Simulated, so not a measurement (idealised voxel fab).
Name of the process module below: voxel wiring stack
Cross-section cut spans 165 nm and uses square cells 5 nm in size.
Cross-section, as written here: a square-cell grid given band by band from the top down, where a band holds one or more rows of cells. Look at the band entry: it leads with the top's height and the bottom's height in nm. Then it lists the materials left to right, with a width in nm for each. The word "all across" on a single material says that material fills the band edge to edge. The word "blank" is empty space. Beneath 0, the wafer as received is one material, and that level is where height counting begins. The lowest band goes on downward without a bottom; it is written like "0..down". Graded width ("30 to 40"): value in top row of band = first number; value in bottom row = second number; row-to-row change constant. "remained the same" -> step changed no cross-section cell. Closed empty spaces (no open way to the top) of 8 cells or more are what "Cavities, closed" lists, each as width x height at distance from the left edge, nm for all three. after a step's settings: what the simulator itself notes on the step. The line of a step may include "overlay nm". On a step with a mask, this value is how far to the right of its planned place the mask lay. A negative value means the mask lay to the left.
[The steps planned for the process are as follows]
- 1: RECEIVE, material Si
- 2: CONFORMAL_DEP, material SiO2, thk nm 15
- 3: DIRECTIONAL_DEP, material TiN, thk nm 5
- 4: DIRECTIONAL_DEP, material W, thk nm 15
- 5: PATTERN, tone cover, mask id METAL_1, material resist, width nm 30, pitch nm 50, thk nm 15, overlay nm 0
- 6: DIRECTIONAL_ETCH, etch materials W, depth nm 15
- 7: DIRECTIONAL_ETCH, etch materials TiN, depth nm 5
- 8: STRIP, etch materials resist
- 9: FILL_DEP, material lowk, thk nm 5
- 10: CMP, height nm 35
- 11: CONFORMAL_DEP, material SiCN, thk nm 5
- 12: DIRECTIONAL_DEP, material SiO2, thk nm 25
- 13: MASKED_ETCH, tone open, mask id METAL_2_HOLES, width nm 15, pitch nm 50, etch materials SiO2, depth nm 25, overlay nm 0
- 14: PATTERN, tone open, mask id METAL_2, material resist, width nm 30, pitch nm 50, thk nm 15, overlay nm 0
- 15: DIRECTIONAL_ETCH, etch materials SiO2, depth nm 15
- 16: DIRECTIONAL_ETCH, etch materials SiCN, depth nm 5
- 17: STRIP, etch materials resist
- 18: CONFORMAL_DEP, material TiN, thk nm 5
- 19: FILL_DEP, material Cu, thk nm 5
- 20: CMP, height nm 65
- 21: CONFORMAL_DEP, material SiCN, thk nm 5
- 22: DIRECTIONAL_DEP, material lowk, thk nm 20
- 23: PATTERN, tone open, mask id PLUG_2, material resist, width nm 15, pitch nm 50, thk nm 15, overlay nm 0
- 24: DIRECTIONAL_ETCH, etch materials lowk, depth nm 20
- 25: DIRECTIONAL_ETCH, etch materials SiCN, depth nm 5
- 26: STRIP, etch materials resist
- 27: EPI, material Ru, thk nm 10
- 28: EPI, material Ru, thk nm 10
- 29: EPI, material Ru, thk nm 5
- 30: DIRECTIONAL_DEP, material TiN, thk nm 5
- 31: DIRECTIONAL_DEP, material Ru, thk nm 20
- 32: MASKED_ETCH, tone cover, mask id METAL_3, width nm 30, pitch nm 50, etch materials Ru, depth nm 20, overlay nm 0
- 33: MASKED_ETCH, tone cover, mask id METAL_3, width nm 30, pitch nm 50, etch materials TiN, depth nm 5, overlay nm 0
- 34: FILL_DEP, material SiO2, thk nm 5
- 35: CMP, height nm 115
- 36: CONFORMAL_DEP, material SiCN, thk nm 5
[Cross-section: wafer on arrival = after step 1]
* 0..down = Si all across
* Cavities, closed: none
[Looking at the first of two wafers in cross-section at end of module - ran to plan]
* 120..115 = SiCN all across
* 115..95 = SiO2: 40 / Ru: 30 / SiO2: 20 / Ru: 30 / SiO2: 45
* 95..90 = SiO2: 40 / TiN: 30 / SiO2: 20 / TiN: 30 / SiO2: 45
* 90..70 = lowk: 40 / Ru: 15 / lowk: 35 / Ru: 15 / lowk: 60
* 70..65 = SiCN: 40 / Ru: 15 / SiCN: 35 / Ru: 15 / SiCN: 60
* 65..55 = SiO2: 40 / TiN: 5 / Cu: 20 / TiN: 5 / SiO2: 20 / TiN: 5 / Cu: 20 / TiN: 5 / SiO2: 45
* 55..50 = SiO2: 40 / TiN: 5 / Cu: 5 / TiN: 20 / SiO2: 20 / TiN: 5 / Cu: 5 / TiN: 20 / SiO2: 45
* 50..40 = SiO2: 40 / TiN: 5 / Cu: 5 / TiN: 5 / SiO2: 35 / TiN: 5 / Cu: 5 / TiN: 5 / SiO2: 60
* 40..35 = SiCN: 40 / TiN: 15 / SiCN: 35 / TiN: 15 / SiCN: 60
* 35..20 = lowk: 40 / W: 30 / lowk: 20 / W: 30 / lowk: 45
* 20..15 = lowk: 40 / TiN: 30 / lowk: 20 / TiN: 30 / lowk: 45
* 15..0 = SiO2 all across
* 0..down = Si all across
* Cavities, closed: none
[Module end: cross-section of wafer two of two. Same start and process plan as the first wafer. One mistake during execution]
* 120..115 = SiCN all across
* 115..100 = SiO2: 40 / Ru: 30 / SiO2: 20 / Ru: 30 / SiO2: 45
* 100..95 = Ru all across
* 95..90 = TiN: 40 / Ru: 15 / TiN: 35 / Ru: 15 / TiN: 60
* 90..85 = lowk: 40 / TiN: 15 / lowk: 35 / TiN: 15 / lowk: 60
* 85..70 = lowk: 40 / Ru: 15 / lowk: 35 / Ru: 15 / lowk: 60
* 70..65 = SiCN: 40 / Ru: 15 / SiCN: 35 / Ru: 15 / SiCN: 60
* 65..55 = SiO2: 40 / TiN: 5 / Cu: 20 / TiN: 5 / SiO2: 20 / TiN: 5 / Cu: 20 / TiN: 5 / SiO2: 45
* 55..50 = SiO2: 40 / TiN: 5 / Cu: 5 / TiN: 20 / SiO2: 20 / TiN: 5 / Cu: 5 / TiN: 20 / SiO2: 45
* 50..40 = SiO2: 40 / TiN: 5 / Cu: 5 / TiN: 5 / SiO2: 35 / TiN: 5 / Cu: 5 / TiN: 5 / SiO2: 60
* 40..35 = SiCN: 40 / TiN: 15 / SiCN: 35 / TiN: 15 / SiCN: 60
* 35..20 = lowk: 40 / W: 30 / lowk: 20 / W: 30 / lowk: 45
* 20..15 = lowk: 40 / TiN: 30 / lowk: 20 / TiN: 30 / lowk: 45
* 15..0 = SiO2 all across
* 0..down = Si all across
* Cavities, closed: none
Deviation from plan: steps 29 and 30 swapped
The closing comparison, in cells, has the second wafer with more or fewer of some materials than the first: Ru +21 | SiO2 -42 | TiN +21
